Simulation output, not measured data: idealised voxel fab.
The following is a process module called voxel trench capacitor.
Pictured: cross-section cut, 280 nm wide, on a grid of 5 nm square cells.
A cross-section in this document is a grid of square cells, and it is written down as bands, the top band listed before the ones below it; a band is made up of one or more rows of cells. The entry gives the band's vertical extent as a top height and a bottom height in nm, then its horizontal make-up as materials from left to right, each with a width in nm. "blank" stands for empty space; a single material marked "throughout" fills the band edge to edge. Zero point of the height axis is 0; under it, received wafer = one material. Lowest band: continues down indefinitely, "0 and below". So if you see something like "30->40" for the width, read it as the top row of the band sitting at the first number and the bottom row at the second, with every row in between moving by the same amount as the last. No cell of the cross-section changed in a step that is given as "no alterations made". This entry, "Closed internal voids", enumerates those empty regions of no fewer than 8 cells that possess no open connection to the top. Each region is reported in the form width x height at distance, the distance being taken from the left edge, with all three quantities expressed in nm. Text after the settings on a step's line: the simulator's own remark on that step. For masked steps, "overlay nm" on the step line gives how far right of plan the mask actually lay; a minus sign means it lay to the left.

## Steps planned for the process
1,RECEIVE [material Si]
2,CONFORMAL_DEP [material SiN] [thk nm 10]
3,DIRECTIONAL_DEP [material aC] [thk nm 15]
4,PATTERN [tone open] [mask id TRENCH] [material resist] [width nm 30] [pitch nm 45] [thk nm 35] [overlay nm 0]
5,DIRECTIONAL_ETCH [etch materials aC] [depth nm 15]
6,STRIP [etch materials resist]
7,DIRECTIONAL_ETCH [etch materials SiN] [depth nm 10]
8,DIRECTIONAL_ETCH [etch materials Si] [depth nm 30]
9,STRIP [etch materials aC]
10,CONFORMAL_DEP [material HfO2] [thk nm 5]
11,CONFORMAL_DEP [material TiN] [thk nm 5]
12,FILL_DEP [material W] [thk nm 10]
13,CMP [height nm 10]

## Here's what the wafer looked like in cross-section when it arrived - that's after step 1
0 and below | Si throughout
Closed internal voids: none

## First of two wafers: cross-section at end of module, run per plan
10 down to 0 | 100 of SiN, 5 of HfO2, 5 of TiN, 10 of W, 5 of TiN, 5 of HfO2, 15 of SiN, 5 of HfO2, 5 of TiN, 10 of W, 5 of TiN, 5 of HfO2, 105 of SiN
0 down to -20 | 100 of Si, 5 of HfO2, 5 of TiN, 10 of W, 5 of TiN, 5 of HfO2, 15 of Si, 5 of HfO2, 5 of TiN, 10 of W, 5 of TiN, 5 of HfO2, 105 of Si
-20 down to -25 | 100 of Si, 5 of HfO2, 20 of TiN, 5 of HfO2, 15 of Si, 5 of HfO2, 20 of TiN, 5 of HfO2, 105 of Si
-25 down to -30 | 100 of Si, 30 of HfO2, 15 of Si, 30 of HfO2, 105 of Si
-30 and below | Si throughout
Closed internal voids: none

## The second wafer, shown in cross-section after the module: started the same way as the first and given the same plan, yet one mistake crept into how it was run
10 down to 0 | 90 of SiN, 5 of HfO2, 5 of TiN, 10 of W, 5 of TiN, 5 of HfO2, 15 of SiN, 5 of HfO2, 5 of TiN, 10 of W, 5 of TiN, 5 of HfO2, 115 of SiN
0 down to -20 | 90 of Si, 5 of HfO2, 5 of TiN, 10 of W, 5 of TiN, 5 of HfO2, 15 of Si, 5 of HfO2, 5 of TiN, 10 of W, 5 of TiN, 5 of HfO2, 115 of Si
-20 down to -25 | 90 of Si, 5 of HfO2, 20 of TiN, 5 of HfO2, 15 of Si, 5 of HfO2, 20 of TiN, 5 of HfO2, 115 of Si
-25 down to -30 | 90 of Si, 30 of HfO2, 15 of Si, 30 of HfO2, 115 of Si
-30 and below | Si throughout
Closed internal voids: none
What broke from the plan during processing? planned and actual differ for step 4; actual: PATTERN [tone open] [mask id TRENCH] [material resist] [width nm 30] [pitch nm 45] [thk nm 35] [overlay nm -10]
In the final comparison it is observed that the number of cells assigned to each material is identical for the two wafers, whereas their placement is not.
